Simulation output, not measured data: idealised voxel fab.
A process module follows: voxel tone inversion.
Shown is cross-section cut, with a width of 295 nm and square cells of size 5 nm.
Throughout this document, each cross-section is represented as a grid of square cells and is presented as a sequence of bands enumerated from the top downward, where a band comprises one or more rows of cells.
Band: top and bottom heights (nm) first, top before bottom; then materials from left to right, widths in nm. "full width" marks a sole material filling the band edge to edge. "air" denotes empty space.
Heights are measured from 0, the level below which the as-received wafer is all one material; the lowest band has no bottom and continues downward, written as in "0..down".
A two-number width, for instance "30..40", indicates that the width is equal to the first number in the top row of the band and to the second number in the bottom row, and that it changes by a constant amount per row of cells.
"no modifications" -> step changed no cross-section cell.
The entry "Enclosed void list" lists the empty spaces that cover at least 8 cells and have no open path to the top. Each is written as width x height at distance, where the distance is measured from the left edge and all three values are in nm.
Where a step's line continues beyond its settings, the continuation is a remark by the simulator itself on that step.
overlay nm: right-of-plan distance of the mask on a masked step; negative values mean left-of-plan.
Planned process steps
1) RECEIVE, material Si
2) CONFORMAL_DEP, material SiCN, thk nm 5
3) DIRECTIONAL_DEP, material aC, thk nm 25
4) PATTERN, tone cover, mask id POSTS, material resist, width nm 15, pitch nm 45, thk nm 35, overlay nm 0
5) DIRECTIONAL_ETCH, etch materials aC, depth nm 25
6) STRIP, etch materials resist
7) FILL_DEP, material SiO2, thk nm 5
8) CMP, height nm 30
9) STRIP, etch materials aC
Cross-section: wafer on arrival = after step 1
  0..down | Si full width
  Enclosed void list: none
first wafer at the end, as planned
  30..5 | SiO2=95, then air=15, then SiO2=30, then air=15, then SiO2=30, then air=15, then SiO2=95
  5..0 | SiCN full width
  0..down | Si full width
  Enclosed void list: none
Cross-sectional view of the second of two wafers upon completion of the module. This wafer shared its starting condition and process plan with the first; one error was made during its execution
  30..5 | SiO2=90, then air=25, then SiO2=20, then air=25, then SiO2=20, then air=25, then SiO2=90
  5..0 | SiCN full width
  0..down | Si full width
  Enclosed void list: none
In executing the process, a mistake was made relative to the plan: step 4 ran differently from the plan; actual operation with settings: PATTERN, tone cover, mask id POSTS, material resist, width nm 25, pitch nm 45, thk nm 35, overlay nm 0
Wafer comparison, final, in cells, second relative to first, materials more or fewer: -30 SiO2
